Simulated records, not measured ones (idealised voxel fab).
process module | voxel wiring stack
cross-section cut | 215 nm wide | cells 5 nm
A cross-section is a grid of square cells, given in bands from the top down. A band is one or more rows of cells.
Each band's line starts with the height of the band's top and of its bottom, in nm. Then come its materials from left to right, each with its width in nm. One material with "throughout" fills the band from edge to edge. "air" is empty space.
Height 0 is the level under which the wafer as received is all one material. The lowest band goes on downwards, as in "0 down".
A width such as "30 to 40" changes by the same amount from each row of cells to the next, from the band's top row to its bottom row.
"no change" after a step means that no cell of the cross-section changed.
closed voids: empty space of 8 cells or more with no open way to the top, each as width x height at its distance from the left edge, in nm
after a step's settings: what the simulator itself notes on the step
overlay nm, on a step with a mask: how far to the right of its planned place the mask lay; to the left if negative
Each pair below shows a cross-section before one step and the cross-section after it, down to the lowest band that changed. The line under each pair gives the step between them, with its settings. The pairs can come from different runs of this module on the same starting wafer, so a pair continues from the pair above only where its "before" says so.
before
  0 down: Si throughout
  closed voids: none
after
  15 to 0: SiO2 throughout
  below 0: unchanged
  closed voids: none
the step between: op CONFORMAL_DEP | material SiO2 | thk nm 15
before: the cross-section after the pair above
after
  20 to 15: SiCN throughout
  below 15: unchanged
  closed voids: none
the step between: op CONFORMAL_DEP | material SiCN | thk nm 5
before: the cross-section after the pair above
after
  45 to 20: SiO2 throughout
  below 20: unchanged
  closed voids: none
the step between: op DIRECTIONAL_DEP | material SiO2 | thk nm 25
before: the cross-section after the pair above
after
  60 to 45: resist 50 | air 20 | resist 25 | air 20 | resist 25 | air 20 | resist 55
  below 45: unchanged
  closed voids: none
the step between: op PATTERN | tone open | mask id METAL_1 | material resist | width nm 20 | pitch nm 45 | thk nm 15 | overlay nm 0
before: the cross-section after the pair above
after
  60 to 45: resist 50 | air 20 | resist 25 | air 20 | resist 25 | air 20 | resist 55
  45 to 20: SiO2 50 | air 20 | SiO2 25 | air 20 | SiO2 25 | air 20 | SiO2 55
  below 20: unchanged
  closed voids: none
the step between: op DIRECTIONAL_ETCH | etch materials SiO2 | depth nm 25
before: the cross-section after the pair above
after
  60 to 45: resist 50 | air 20 | resist 25 | air 20 | resist 25 | air 20 | resist 55
  45 to 20: SiO2 50 | air 20 | SiO2 25 | air 20 | SiO2 25 | air 20 | SiO2 55
  20 to 15: SiCN 50 | air 20 | SiCN 25 | air 20 | SiCN 25 | air 20 | SiCN 55
  below 15: unchanged
  closed voids: none
the step between: op DIRECTIONAL_ETCH | etch materials SiCN | depth nm 5
before: the cross-section after the pair above
after
  45 to 20: SiO2 50 | air 20 | SiO2 25 | air 20 | SiO2 25 | air 20 | SiO2 55
  below 20: unchanged
  closed voids: none
the step between: op STRIP | etch materials resist
before: the cross-section after the pair above
after
  50 to 45: TiN 55 | air 10 | TiN 35 | air 10 | TiN 35 | air 10 | TiN 60
  45 to 20: SiO2 50 | TiN 5 | air 10 | TiN 5 | SiO2 25 | TiN 5 | air 10 | TiN 5 | SiO2 25 | TiN 5 | air 10 | TiN 5 | SiO2 55
  20 to 15: SiCN 50 | TiN 20 | SiCN 25 | TiN 20 | SiCN 25 | TiN 20 | SiCN 55
  below 15: unchanged
  closed voids: none
the step between: op CONFORMAL_DEP | material TiN | thk nm 5
before: the cross-section after the pair above
after
  60 to 50: W throughout
  50 to 45: TiN 55 | W 10 | TiN 35 | W 10 | TiN 35 | W 10 | TiN 60
  45 to 20: SiO2 50 | TiN 5 | W 10 | TiN 5 | SiO2 25 | TiN 5 | W 10 | TiN 5 | SiO2 25 | TiN 5 | W 10 | TiN 5 | SiO2 55
  below 20: unchanged
  closed voids: none
the step between: op FILL_DEP | material W | thk nm 10
before: the cross-section after the pair above
after
  45 to 20: SiO2 50 | TiN 5 | W 10 | TiN 5 | SiO2 25 | TiN 5 | W 10 | TiN 5 | SiO2 25 | TiN 5 | W 10 | TiN 5 | SiO2 55
  below 20: unchanged
  closed voids: none
the step between: op CMP | height nm 45
before: the cross-section after the pair above
after
  50 to 45: SiCN throughout
  below 45: unchanged
  closed voids: none
the step between: op CONFORMAL_DEP | material SiCN | thk nm 5
before: the cross-section after the pair above
after
  60 to 50: lowk throughout
  below 50: unchanged
  closed voids: none
the step between: op DIRECTIONAL_DEP | material lowk | thk nm 10
before: the cross-section after the pair above
after
  80 to 60: resist 50 | air 15 | resist 75 | air 15 | resist 60
  below 60: unchanged
  closed voids: none
the step between: op PATTERN | tone open | mask id PLUG_1 | material resist | width nm 15 | pitch nm 90 | thk nm 20 | overlay nm 0
before: the cross-section after the pair above
after
  80 to 60: resist 50 | air 15 | resist 75 | air 15 | resist 60
  60 to 50: lowk 50 | air 15 | lowk 75 | air 15 | lowk 60
  below 50: unchanged
  closed voids: none
the step between: op DIRECTIONAL_ETCH | etch materials lowk | depth nm 10
before: the cross-section after the pair above
after
  80 to 60: resist 50 | air 15 | resist 75 | air 15 | resist 60
  60 to 50: lowk 50 | air 15 | lowk 75 | air 15 | lowk 60
  50 to 45: SiCN 50 | air 15 | SiCN 75 | air 15 | SiCN 60
  below 45: unchanged
  closed voids: none
the step between: op DIRECTIONAL_ETCH | etch materials SiCN | depth nm 5
before: the cross-section after the pair above
after
  60 to 50: lowk 50 | air 15 | lowk 75 | air 15 | lowk 60
  below 50: unchanged
  closed voids: none
the step between: op STRIP | etch materials resist
before: the cross-section after the pair above
after
  65 to 60: TiN 55 | air 5 | TiN 85 | air 5 | TiN 65
  60 to 50: lowk 50 | TiN 5 | air 5 | TiN 5 | lowk 75 | TiN 5 | air 5 | TiN 5 | lowk 60
  50 to 45: SiCN 50 | TiN 15 | SiCN 75 | TiN 15 | SiCN 60
  below 45: unchanged
  closed voids: none
the step between: op CONFORMAL_DEP | material TiN | thk nm 5
before: the cross-section after the pair above
after
  70 to 65: Cu throughout
  65 to 60: TiN 55 | Cu 5 | TiN 85 | Cu 5 | TiN 65
  60 to 50: lowk 50 | TiN 5 | Cu 5 | TiN 5 | lowk 75 | TiN 5 | Cu 5 | TiN 5 | lowk 60
  below 50: unchanged
  closed voids: none
the step between: op FILL_DEP | material Cu | thk nm 5
before: the cross-section after the pair above
after
  60 to 50: lowk 50 | TiN 5 | Cu 5 | TiN 5 | lowk 75 | TiN 5 | Cu 5 | TiN 5 | lowk 60
  below 50: unchanged
  closed voids: none
the step between: op CMP | height nm 60
before: the cross-section after the pair above
after
  65 to 60: SiCN throughout
  below 60: unchanged
  closed voids: none
the step between: op CONFORMAL_DEP | material SiCN | thk nm 5
before: the cross-section after the pair above
after
  85 to 65: lowk throughout
  below 65: unchanged
  closed voids: none
the step between: op DIRECTIONAL_DEP | material lowk | thk nm 20
before: the cross-section after the pair above
after
  100 to 85: aC throughout
  below 85: unchanged
  closed voids: none
the step between: op DIRECTIONAL_DEP | material aC | thk nm 15
before: the cross-section after the pair above
after
  130 to 100: resist 50 | air 20 | resist 25 | air 20 | resist 25 | air 20 | resist 55
  below 100: unchanged
  closed voids: none
the step between: op PATTERN | tone open | mask id METAL_2 | material resist | width nm 20 | pitch nm 45 | thk nm 30 | overlay nm 0
before: the cross-section after the pair above
after
  115 to 100: resist 50 | air 20 | resist 25 | air 20 | resist 25 | air 20 | resist 55
  100 to 85: aC 50 | air 20 | aC 25 | air 20 | aC 25 | air 20 | aC 55
  below 85: unchanged
  closed voids: none
the step between: op DIRECTIONAL_ETCH | etch materials aC | depth nm 15
before: the cross-section after the pair above
after
  100 to 85: aC 50 | air 20 | aC 25 | air 20 | aC 25 | air 20 | aC 55
  below 85: unchanged
  closed voids: none
the step between: op STRIP | etch materials resist
before: the cross-section after the pair above
after
  100 to 85: aC 50 | air 20 | aC 25 | air 20 | aC 25 | air 20 | aC 55
  85 to 65: lowk 50 | air 20 | lowk 25 | air 20 | lowk 25 | air 20 | lowk 55
  below 65: unchanged
  closed voids: none
the step between: op DIRECTIONAL_ETCH | etch materials lowk | depth nm 20
before: the cross-section after the pair above
after
  100 to 85: aC 50 | air 20 | aC 25 | air 20 | aC 25 | air 20 | aC 55
  85 to 65: lowk 50 | air 20 | lowk 25 | air 20 | lowk 25 | air 20 | lowk 55
  65 to 60: SiCN 50 | air 20 | SiCN 25 | air 20 | SiCN 25 | air 20 | SiCN 55
  below 60: unchanged
  closed voids: none
the step between: op DIRECTIONAL_ETCH | etch materials SiCN | depth nm 5
before: the cross-section after the pair above
after
  85 to 65: lowk 50 | air 20 | lowk 25 | air 20 | lowk 25 | air 20 | lowk 55
  below 65: unchanged
  closed voids: none
the step between: op STRIP | etch materials aC
before: the cross-section after the pair above
after
  90 to 85: TiN 55 | air 10 | TiN 35 | air 10 | TiN 35 | air 10 | TiN 60
  85 to 65: lowk 50 | TiN 5 | air 10 | TiN 5 | lowk 25 | TiN 5 | air 10 | TiN 5 | lowk 25 | TiN 5 | air 10 | TiN 5 | lowk 55
  65 to 60: SiCN 50 | TiN 20 | SiCN 25 | TiN 20 | SiCN 25 | TiN 20 | SiCN 55
  below 60: unchanged
  closed voids: none
the step between: op CONFORMAL_DEP | material TiN | thk nm 5
before: the cross-section after the pair above
after
  100 to 90: Ru throughout
  90 to 85: TiN 55 | Ru 10 | TiN 35 | Ru 10 | TiN 35 | Ru 10 | TiN 60
  85 to 65: lowk 50 | TiN 5 | Ru 10 | TiN 5 | lowk 25 | TiN 5 | Ru 10 | TiN 5 | lowk 25 | TiN 5 | Ru 10 | TiN 5 | lowk 55
  below 65: unchanged
  closed voids: none
the step between: op FILL_DEP | material Ru | thk nm 10
before: the cross-section after the pair above
after
  85 to 65: lowk 50 | TiN 5 | Ru 10 | TiN 5 | lowk 25 | TiN 5 | Ru 10 | TiN 5 | lowk 25 | TiN 5 | Ru 10 | TiN 5 | lowk 55
  below 65: unchanged
  closed voids: none
the step between: op CMP | height nm 85
before: the cross-section after the pair above
after
  90 to 85: SiCN throughout
  below 85: unchanged
  closed voids: none
the step between: op CONFORMAL_DEP | material SiCN | thk nm 5
before: the cross-section after the pair above
after
  120 to 90: SiO2 throughout
  below 90: unchanged
  closed voids: none
the step between: op DIRECTIONAL_DEP | material SiO2 | thk nm 30
before: the cross-section after the pair above
after
  140 to 120: resist 50 | air 20 | resist 25 | air 20 | resist 25 | air 20 | resist 55
  below 120: unchanged
  closed voids: none
the step between: op PATTERN | tone open | mask id METAL_3 | material resist | width nm 20 | pitch nm 45 | thk nm 20 | overlay nm 0
before: the cross-section after the pair above
after
  140 to 120: resist 50 | air 20 | resist 25 | air 20 | resist 25 | air 20 | resist 55
  120 to 100: SiO2 50 | air 20 | SiO2 25 | air 20 | SiO2 25 | air 20 | SiO2 55
  below 100: unchanged
  closed voids: none
the step between: op DIRECTIONAL_ETCH | etch materials SiO2 | depth nm 20
before: the cross-section after the pair above
after
  120 to 100: SiO2 50 | air 20 | SiO2 25 | air 20 | SiO2 25 | air 20 | SiO2 55
  below 100: unchanged
  closed voids: none
the step between: op STRIP | etch materials resist
before: the cross-section after the pair above
after
  120 to 100: SiO2 50 | air 20 | SiO2 25 | air 20 | SiO2 25 | air 20 | SiO2 55
  100 to 90: SiO2 50 | air 15 | SiO2 75 | air 15 | SiO2 60
  below 90: unchanged
  closed voids: none
the step between: op MASKED_ETCH | tone open | mask id METAL_3_HOLES | width nm 15 | pitch nm 90 | etch materials SiO2 | depth nm 10 | overlay nm 0
before: the cross-section after the pair above
after
  120 to 100: SiO2 50 | air 20 | SiO2 25 | air 20 | SiO2 25 | air 20 | SiO2 55
  100 to 90: SiO2 50 | air 15 | SiO2 75 | air 15 | SiO2 60
  90 to 85: SiCN 50 | air 15 | SiCN 75 | air 15 | SiCN 60
  below 85: unchanged
  closed voids: none
the step between: op MASKED_ETCH | tone open | mask id METAL_3_HOLES | width nm 15 | pitch nm 90 | etch materials SiCN | depth nm 5 | overlay nm 0
before: the cross-section after the pair above
after
  125 to 120: TiN 55 | air 10 | TiN 35 | air 10 | TiN 35 | air 10 | TiN 60
  120 to 105: SiO2 50 | TiN 5 | air 10 | TiN 5 | SiO2 25 | TiN 5 | air 10 | TiN 5 | SiO2 25 | TiN 5 | air 10 | TiN 5 | SiO2 55
  105 to 100: SiO2 50 | TiN 5 | air 5 | TiN 10 | SiO2 25 | TiN 20 | SiO2 25 | TiN 5 | air 5 | TiN 10 | SiO2 55
  100 to 90: SiO2 50 | TiN 5 | air 5 | TiN 5 | SiO2 75 | TiN 5 | air 5 | TiN 5 | SiO2 60
  90 to 85: SiCN 50 | TiN 15 | SiCN 75 | TiN 15 | SiCN 60
  below 85: unchanged
  closed voids: none
the step between: op CONFORMAL_DEP | material TiN | thk nm 5
before: the cross-section after the pair above
after
  130 to 125: Cu throughout
  125 to 120: TiN 55 | Cu 10 | TiN 35 | Cu 10 | TiN 35 | Cu 10 | TiN 60
  120 to 105: SiO2 50 | TiN 5 | Cu 10 | TiN 5 | SiO2 25 | TiN 5 | Cu 10 | TiN 5 | SiO2 25 | TiN 5 | Cu 10 | TiN 5 | SiO2 55
  105 to 100: SiO2 50 | TiN 5 | Cu 5 | TiN 10 | SiO2 25 | TiN 20 | SiO2 25 | TiN 5 | Cu 5 | TiN 10 | SiO2 55
  100 to 90: SiO2 50 | TiN 5 | Cu 5 | TiN 5 | SiO2 75 | TiN 5 | Cu 5 | TiN 5 | SiO2 60
  below 90: unchanged
  closed voids: none
the step between: op FILL_DEP | material Cu | thk nm 5
before: the cross-section after the pair above
after
  120 to 105: SiO2 50 | TiN 5 | Cu 10 | TiN 5 | SiO2 25 | TiN 5 | Cu 10 | TiN 5 | SiO2 25 | TiN 5 | Cu 10 | TiN 5 | SiO2 55
  below 105: unchanged
  closed voids: none
the step between: op CMP | height nm 120
before: the cross-section after the pair above
after
  125 to 120: SiCN throughout
  below 120: unchanged
  closed voids: none
the step between: op CONFORMAL_DEP | material SiCN | thk nm 5
before
  60 to 50: W throughout
  50 to 45: TiN 55 | W 10 | TiN 35 | W 10 | TiN 35 | W 10 | TiN 60
  45 to 20: SiO2 50 | TiN 5 | W 10 | TiN 5 | SiO2 25 | TiN 5 | W 10 | TiN 5 | SiO2 25 | TiN 5 | W 10 | TiN 5 | SiO2 55
  20 to 15: SiCN 50 | TiN 20 | SiCN 25 | TiN 20 | SiCN 25 | TiN 20 | SiCN 55
  15 to 0: SiO2 throughout
  0 down: Si throughout
  closed voids: none
after
  65 to 60: SiCN throughout
  below 60: unchanged
  closed voids: none
the step between: op CONFORMAL_DEP | material SiCN | thk nm 5
before: the cross-section after the pair above
after
  75 to 65: lowk throughout
  below 65: unchanged
  closed voids: none
the step between: op DIRECTIONAL_DEP | material lowk | thk nm 10
before: the cross-section after the pair above
after
  95 to 75: resist 50 | air 15 | resist 75 | air 15 | resist 60
  below 75: unchanged
  closed voids: none
the step between: op PATTERN | tone open | mask id PLUG_1 | material resist | width nm 15 | pitch nm 90 | thk nm 20 | overlay nm 0
before: the cross-section after the pair above
after
  95 to 75: resist 50 | air 15 | resist 75 | air 15 | resist 60
  75 to 65: lowk 50 | air 15 | lowk 75 | air 15 | lowk 60
  below 65: unchanged
  closed voids: none
the step between: op DIRECTIONAL_ETCH | etch materials lowk | depth nm 10
before: the cross-section after the pair above
after
  95 to 75: resist 50 | air 15 | resist 75 | air 15 | resist 60
  75 to 65: lowk 50 | air 15 | lowk 75 | air 15 | lowk 60
  65 to 60: SiCN 50 | air 15 | SiCN 75 | air 15 | SiCN 60
  below 60: unchanged
  closed voids: none
the step between: op DIRECTIONAL_ETCH | etch materials SiCN | depth nm 5
before: the cross-section after the pair above
after
  75 to 65: lowk 50 | air 15 | lowk 75 | air 15 | lowk 60
  below 65: unchanged
  closed voids: none
the step between: op STRIP | etch materials resist
before: the cross-section after the pair above
after
  80 to 75: TiN 55 | air 5 | TiN 85 | air 5 | TiN 65
  75 to 65: lowk 50 | TiN 5 | air 5 | TiN 5 | lowk 75 | TiN 5 | air 5 | TiN 5 | lowk 60
  65 to 60: SiCN 50 | TiN 15 | SiCN 75 | TiN 15 | SiCN 60
  below 60: unchanged
  closed voids: none
the step between: op CONFORMAL_DEP | material TiN | thk nm 5
before: the cross-section after the pair above
after
  85 to 80: Cu throughout
  80 to 75: TiN 55 | Cu 5 | TiN 85 | Cu 5 | TiN 65
  75 to 65: lowk 50 | TiN 5 | Cu 5 | TiN 5 | lowk 75 | TiN 5 | Cu 5 | TiN 5 | lowk 60
  below 65: unchanged
  closed voids: none
the step between: op FILL_DEP | material Cu | thk nm 5
before: the cross-section after the pair above
after
  60 to 50: W throughout
  below 50: unchanged
  closed voids: none
the step between: op CMP | height nm 60
before
  65 to 60: SiCN throughout
  60 to 50: W throughout
  50 to 45: TiN 55 | W 10 | TiN 35 | W 10 | TiN 35 | W 10 | TiN 60
  45 to 20: SiO2 50 | TiN 5 | W 10 | TiN 5 | SiO2 25 | TiN 5 | W 10 | TiN 5 | SiO2 25 | TiN 5 | W 10 | TiN 5 | SiO2 55
  20 to 15: SiCN 50 | TiN 20 | SiCN 25 | TiN 20 | SiCN 25 | TiN 20 | SiCN 55
  15 to 0: SiO2 throughout
  0 down: Si throughout
  closed voids: none
after
  85 to 65: lowk throughout
  below 65: unchanged
  closed voids: none
the step between: op DIRECTIONAL_DEP | material lowk | thk nm 20
before: the cross-section after the pair above
after
  100 to 85: aC throughout
  below 85: unchanged
  closed voids: none
the step between: op DIRECTIONAL_DEP | material aC | thk nm 15
before: the cross-section after the pair above
after
  130 to 100: resist 50 | air 20 | resist 25 | air 20 | resist 25 | air 20 | resist 55
  below 100: unchanged
  closed voids: none
the step between: op PATTERN | tone open | mask id METAL_2 | material resist | width nm 20 | pitch nm 45 | thk nm 30 | overlay nm 0
before: the cross-section after the pair above
after
  115 to 100: resist 50 | air 20 | resist 25 | air 20 | resist 25 | air 20 | resist 55
  100 to 85: aC 50 | air 20 | aC 25 | air 20 | aC 25 | air 20 | aC 55
  below 85: unchanged
  closed voids: none
the step between: op DIRECTIONAL_ETCH | etch materials aC | depth nm 15
before: the cross-section after the pair above
after
  100 to 85: aC 50 | air 20 | aC 25 | air 20 | aC 25 | air 20 | aC 55
  below 85: unchanged
  closed voids: none
the step between: op STRIP | etch materials resist
before: the cross-section after the pair above
after
  100 to 85: aC 50 | air 20 | aC 25 | air 20 | aC 25 | air 20 | aC 55
  85 to 65: lowk 50 | air 20 | lowk 25 | air 20 | lowk 25 | air 20 | lowk 55
  below 65: unchanged
  closed voids: none
the step between: op DIRECTIONAL_ETCH | etch materials lowk | depth nm 20
before: the cross-section after the pair above
after
  100 to 85: aC 50 | air 20 | aC 25 | air 20 | aC 25 | air 20 | aC 55
  85 to 65: lowk 50 | air 20 | lowk 25 | air 20 | lowk 25 | air 20 | lowk 55
  65 to 60: SiCN 50 | air 20 | SiCN 25 | air 20 | SiCN 25 | air 20 | SiCN 55
  below 60: unchanged
  closed voids: none
the step between: op DIRECTIONAL_ETCH | etch materials SiCN | depth nm 5
before: the cross-section after the pair above
after
  85 to 65: lowk 50 | air 20 | lowk 25 | air 20 | lowk 25 | air 20 | lowk 55
  below 65: unchanged
  closed voids: none
the step between: op STRIP | etch materials aC
before: the cross-section after the pair above
after
  90 to 85: TiN 55 | air 10 | TiN 35 | air 10 | TiN 35 | air 10 | TiN 60
  85 to 65: lowk 50 | TiN 5 | air 10 | TiN 5 | lowk 25 | TiN 5 | air 10 | TiN 5 | lowk 25 | TiN 5 | air 10 | TiN 5 | lowk 55
  65 to 60: SiCN 50 | TiN 20 | SiCN 25 | TiN 20 | SiCN 25 | TiN 20 | SiCN 55
  below 60: unchanged
  closed voids: none
the step between: op CONFORMAL_DEP | material TiN | thk nm 5
before: the cross-section after the pair above
after
  100 to 90: Ru throughout
  90 to 85: TiN 55 | Ru 10 | TiN 35 | Ru 10 | TiN 35 | Ru 10 | TiN 60
  85 to 65: lowk 50 | TiN 5 | Ru 10 | TiN 5 | lowk 25 | TiN 5 | Ru 10 | TiN 5 | lowk 25 | TiN 5 | Ru 10 | TiN 5 | lowk 55
  below 65: unchanged
  closed voids: none
the step between: op FILL_DEP | material Ru | thk nm 10
before: the cross-section after the pair above
after
  85 to 65: lowk 50 | TiN 5 | Ru 10 | TiN 5 | lowk 25 | TiN 5 | Ru 10 | TiN 5 | lowk 25 | TiN 5 | Ru 10 | TiN 5 | lowk 55
  below 65: unchanged
  closed voids: none
the step between: op CMP | height nm 85
before: the cross-section after the pair above
after
  90 to 85: SiCN throughout
  below 85: unchanged
  closed voids: none
the step between: op CONFORMAL_DEP | material SiCN | thk nm 5
before: the cross-section after the pair above
after
  120 to 90: SiO2 throughout
  below 90: unchanged
  closed voids: none
the step between: op DIRECTIONAL_DEP | material SiO2 | thk nm 30
before: the cross-section after the pair above
after
  140 to 120: resist 50 | air 20 | resist 25 | air 20 | resist 25 | air 20 | resist 55
  below 120: unchanged
  closed voids: none
the step between: op PATTERN | tone open | mask id METAL_3 | material resist | width nm 20 | pitch nm 45 | thk nm 20 | overlay nm 0
before: the cross-section after the pair above
after
  140 to 120: resist 50 | air 20 | resist 25 | air 20 | resist 25 | air 20 | resist 55
  120 to 100: SiO2 50 | air 20 | SiO2 25 | air 20 | SiO2 25 | air 20 | SiO2 55
  below 100: unchanged
  closed voids: none
the step between: op DIRECTIONAL_ETCH | etch materials SiO2 | depth nm 20
before: the cross-section after the pair above
after
  120 to 100: SiO2 50 | air 20 | SiO2 25 | air 20 | SiO2 25 | air 20 | SiO2 55
  below 100: unchanged
  closed voids: none
the step between: op STRIP | etch materials resist
before: the cross-section after the pair above
after
  120 to 100: SiO2 50 | air 20 | SiO2 25 | air 20 | SiO2 25 | air 20 | SiO2 55
  100 to 90: SiO2 50 | air 15 | SiO2 75 | air 15 | SiO2 60
  below 90: unchanged
  closed voids: none
the step between: op MASKED_ETCH | tone open | mask id METAL_3_HOLES | width nm 15 | pitch nm 90 | etch materials SiO2 | depth nm 10 | overlay nm 0
before: the cross-section after the pair above
after
  120 to 100: SiO2 50 | air 20 | SiO2 25 | air 20 | SiO2 25 | air 20 | SiO2 55
  100 to 90: SiO2 50 | air 15 | SiO2 75 | air 15 | SiO2 60
  90 to 85: SiCN 50 | air 15 | SiCN 75 | air 15 | SiCN 60
  below 85: unchanged
  closed voids: none
the step between: op MASKED_ETCH | tone open | mask id METAL_3_HOLES | width nm 15 | pitch nm 90 | etch materials SiCN | depth nm 5 | overlay nm 0
before: the cross-section after the pair above
after
  125 to 120: TiN 55 | air 10 | TiN 35 | air 10 | TiN 35 | air 10 | TiN 60
  120 to 105: SiO2 50 | TiN 5 | air 10 | TiN 5 | SiO2 25 | TiN 5 | air 10 | TiN 5 | SiO2 25 | TiN 5 | air 10 | TiN 5 | SiO2 55
  105 to 100: SiO2 50 | TiN 5 | air 5 | TiN 10 | SiO2 25 | TiN 20 | SiO2 25 | TiN 5 | air 5 | TiN 10 | SiO2 55
  100 to 90: SiO2 50 | TiN 5 | air 5 | TiN 5 | SiO2 75 | TiN 5 | air 5 | TiN 5 | SiO2 60
  90 to 85: SiCN 50 | TiN 15 | SiCN 75 | TiN 15 | SiCN 60
  below 85: unchanged
  closed voids: none
the step between: op CONFORMAL_DEP | material TiN | thk nm 5
before: the cross-section after the pair above
after
  130 to 125: Cu throughout
  125 to 120: TiN 55 | Cu 10 | TiN 35 | Cu 10 | TiN 35 | Cu 10 | TiN 60
  120 to 105: SiO2 50 | TiN 5 | Cu 10 | TiN 5 | SiO2 25 | TiN 5 | Cu 10 | TiN 5 | SiO2 25 | TiN 5 | Cu 10 | TiN 5 | SiO2 55
  105 to 100: SiO2 50 | TiN 5 | Cu 5 | TiN 10 | SiO2 25 | TiN 20 | SiO2 25 | TiN 5 | Cu 5 | TiN 10 | SiO2 55
  100 to 90: SiO2 50 | TiN 5 | Cu 5 | TiN 5 | SiO2 75 | TiN 5 | Cu 5 | TiN 5 | SiO2 60
  below 90: unchanged
  closed voids: none
the step between: op FILL_DEP | material Cu | thk nm 5
before: the cross-section after the pair above
after
  120 to 105: SiO2 50 | TiN 5 | Cu 10 | TiN 5 | SiO2 25 | TiN 5 | Cu 10 | TiN 5 | SiO2 25 | TiN 5 | Cu 10 | TiN 5 | SiO2 55
  below 105: unchanged
  closed voids: none
the step between: op CMP | height nm 120
before: the cross-section after the pair above
after
  125 to 120: SiCN throughout
  below 120: unchanged
  closed voids: none
the step between: op CONFORMAL_DEP | material SiCN | thk nm 5
before
  15 to 0: SiO2 throughout
  0 down: Si throughout
  closed voids: none
after
  30 to 0: SiO2 throughout
  below 0: unchanged
  closed voids: none
the step between: op CONFORMAL_DEP | material SiO2 | thk nm 15
before: the cross-section after the pair above
after
  35 to 30: SiCN throughout
  below 30: unchanged
  closed voids: none
the step between: op CONFORMAL_DEP | material SiCN | thk nm 5
before: the cross-section after the pair above
after
  60 to 35: SiO2 throughout
  below 35: unchanged
  closed voids: none
the step between: op DIRECTIONAL_DEP | material SiO2 | thk nm 25
before: the cross-section after the pair above
after
  75 to 60: resist 50 | air 20 | resist 25 | air 20 | resist 25 | air 20 | resist 55
  below 60: unchanged
  closed voids: none
the step between: op PATTERN | tone open | mask id METAL_1 | material resist | width nm 20 | pitch nm 45 | thk nm 15 | overlay nm 0
before: the cross-section after the pair above
after
  75 to 60: resist 50 | air 20 | resist 25 | air 20 | resist 25 | air 20 | resist 55
  60 to 35: SiO2 50 | air 20 | SiO2 25 | air 20 | SiO2 25 | air 20 | SiO2 55
  below 35: unchanged
  closed voids: none
the step between: op DIRECTIONAL_ETCH | etch materials SiO2 | depth nm 25
before: the cross-section after the pair above
after
  75 to 60: resist 50 | air 20 | resist 25 | air 20 | resist 25 | air 20 | resist 55
  60 to 35: SiO2 50 | air 20 | SiO2 25 | air 20 | SiO2 25 | air 20 | SiO2 55
  35 to 30: SiCN 50 | air 20 | SiCN 25 | air 20 | SiCN 25 | air 20 | SiCN 55
  below 30: unchanged
  closed voids: none
the step between: op DIRECTIONAL_ETCH | etch materials SiCN | depth nm 5
before: the cross-section after the pair above
after
  60 to 35: SiO2 50 | air 20 | SiO2 25 | air 20 | SiO2 25 | air 20 | SiO2 55
  below 35: unchanged
  closed voids: none
the step between: op STRIP | etch materials resist
before: the cross-section after the pair above
after
  65 to 60: TiN 55 | air 10 | TiN 35 | air 10 | TiN 35 | air 10 | TiN 60
  60 to 35: SiO2 50 | TiN 5 | air 10 | TiN 5 | SiO2 25 | TiN 5 | air 10 | TiN 5 | SiO2 25 | TiN 5 | air 10 | TiN 5 | SiO2 55
  35 to 30: SiCN 50 | TiN 20 | SiCN 25 | TiN 20 | SiCN 25 | TiN 20 | SiCN 55
  below 30: unchanged
  closed voids: none
the step between: op CONFORMAL_DEP | material TiN | thk nm 5
before: the cross-section after the pair above
after
  75 to 65: W throughout
  65 to 60: TiN 55 | W 10 | TiN 35 | W 10 | TiN 35 | W 10 | TiN 60
  60 to 35: SiO2 50 | TiN 5 | W 10 | TiN 5 | SiO2 25 | TiN 5 | W 10 | TiN 5 | SiO2 25 | TiN 5 | W 10 | TiN 5 | SiO2 55
  below 35: unchanged
  closed voids: none
the step between: op FILL_DEP | material W | thk nm 10
before: the cross-section after the pair above
after
  45 to 35: SiO2 50 | TiN 5 | W 10 | TiN 5 | SiO2 25 | TiN 5 | W 10 | TiN 5 | SiO2 25 | TiN 5 | W 10 | TiN 5 | SiO2 55
  below 35: unchanged
  closed voids: none
the step between: op CMP | height nm 45
before: the cross-section after the pair above
after
  50 to 45: SiCN throughout
  below 45: unchanged
  closed voids: none
the step between: op CONFORMAL_DEP | material SiCN | thk nm 5
before: the cross-section after the pair above
after
  60 to 50: lowk throughout
  below 50: unchanged
  closed voids: none
the step between: op DIRECTIONAL_DEP | material lowk | thk nm 10
before: the cross-section after the pair above
after
  80 to 60: resist 50 | air 15 | resist 75 | air 15 | resist 60
  below 60: unchanged
  closed voids: none
the step between: op PATTERN | tone open | mask id PLUG_1 | material resist | width nm 15 | pitch nm 90 | thk nm 20 | overlay nm 0
before: the cross-section after the pair above
after
  80 to 60: resist 50 | air 15 | resist 75 | air 15 | resist 60
  60 to 50: lowk 50 | air 15 | lowk 75 | air 15 | lowk 60
  below 50: unchanged
  closed voids: none
the step between: op DIRECTIONAL_ETCH | etch materials lowk | depth nm 10
before: the cross-section after the pair above
after
  80 to 60: resist 50 | air 15 | resist 75 | air 15 | resist 60
  60 to 50: lowk 50 | air 15 | lowk 75 | air 15 | lowk 60
  50 to 45: SiCN 50 | air 15 | SiCN 75 | air 15 | SiCN 60
  below 45: unchanged
  closed voids: none
the step between: op DIRECTIONAL_ETCH | etch materials SiCN | depth nm 5
before: the cross-section after the pair above
after
  60 to 50: lowk 50 | air 15 | lowk 75 | air 15 | lowk 60
  below 50: unchanged
  closed voids: none
the step between: op STRIP | etch materials resist
before: the cross-section after the pair above
after
  65 to 60: TiN 55 | air 5 | TiN 85 | air 5 | TiN 65
  60 to 50: lowk 50 | TiN 5 | air 5 | TiN 5 | lowk 75 | TiN 5 | air 5 | TiN 5 | lowk 60
  50 to 45: SiCN 50 | TiN 15 | SiCN 75 | TiN 15 | SiCN 60
  below 45: unchanged
  closed voids: none
the step between: op CONFORMAL_DEP | material TiN | thk nm 5
before: the cross-section after the pair above
after
  70 to 65: Cu throughout
  65 to 60: TiN 55 | Cu 5 | TiN 85 | Cu 5 | TiN 65
  60 to 50: lowk 50 | TiN 5 | Cu 5 | TiN 5 | lowk 75 | TiN 5 | Cu 5 | TiN 5 | lowk 60
  below 50: unchanged
  closed voids: none
the step between: op FILL_DEP | material Cu | thk nm 5
before: the cross-section after the pair above
after
  60 to 50: lowk 50 | TiN 5 | Cu 5 | TiN 5 | lowk 75 | TiN 5 | Cu 5 | TiN 5 | lowk 60
  below 50: unchanged
  closed voids: none
the step between: op CMP | height nm 60
before: the cross-section after the pair above
after
  65 to 60: SiCN throughout
  below 60: unchanged
  closed voids: none
the step between: op CONFORMAL_DEP | material SiCN | thk nm 5
before: the cross-section after the pair above
after
  85 to 65: lowk throughout
  below 65: unchanged
  closed voids: none
the step between: op DIRECTIONAL_DEP | material lowk | thk nm 20
before: the cross-section after the pair above
after
  100 to 85: aC throughout
  below 85: unchanged
  closed voids: none
the step between: op DIRECTIONAL_DEP | material aC | thk nm 15
before: the cross-section after the pair above
after
  130 to 100: resist 50 | air 20 | resist 25 | air 20 | resist 25 | air 20 | resist 55
  below 100: unchanged
  closed voids: none
the step between: op PATTERN | tone open | mask id METAL_2 | material resist | width nm 20 | pitch nm 45 | thk nm 30 | overlay nm 0
